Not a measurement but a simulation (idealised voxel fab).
process module | voxel air gaps
cross-section cut | 285 nm wide | cells 5 nm
A cross-section is a grid of square cells, given in bands from the top down. A band is one or more rows of cells.
Each band's line starts with the height of the band's top and of its bottom, in nm. Then come its materials from left to right, each with its width in nm. One material with "throughout" fills the band from edge to edge. "air" is empty space.
Height 0 is the level under which the wafer as received is all one material. The lowest band goes on downwards, as in "0 down".
A width such as "30 to 40" changes by the same amount from each row of cells to the next, from the band's top row to its bottom row.
"no change" after a step means that no cell of the cross-section changed.
closed voids: empty space of 8 cells or more with no open way to the top, each as width x height at its distance from the left edge, in nm
after a step's settings: what the simulator itself notes on the step
overlay nm, on a step with a mask: how far to the right of its planned place the mask lay; to the left if negative
plan
1 op RECEIVE | material Si
2 op CONFORMAL_DEP | material SiO2 | thk nm 15
3 op CONFORMAL_DEP | material SiN | thk nm 5
4 op DIRECTIONAL_DEP | material lowk | thk nm 30
5 op MASKED_ETCH | tone open | mask id LINES | width nm 20 | pitch nm 50 | etch materials lowk | depth nm 30 | overlay nm 0
6 op CONFORMAL_DEP | material TiN | thk nm 5
7 op FILL_DEP | material Cu | thk nm 10
8 op CMP | height nm 50
9 op EPI | material Ru | thk nm 10
10 op SELECTIVE_ETCH | etch materials lowk | depth nm 40
11 op CONFORMAL_DEP | material SiN | thk nm 5
as received, after step 1
  0 down: Si throughout
  closed voids: none
a wafer at the end: this start, this plan, one mistake
  55 to 45: SiN throughout
  45 to 15: lowk throughout
  15 to 0: SiO2 throughout
  0 down: Si throughout
  closed voids: none
what went wrong: steps 3 and 4 were swapped
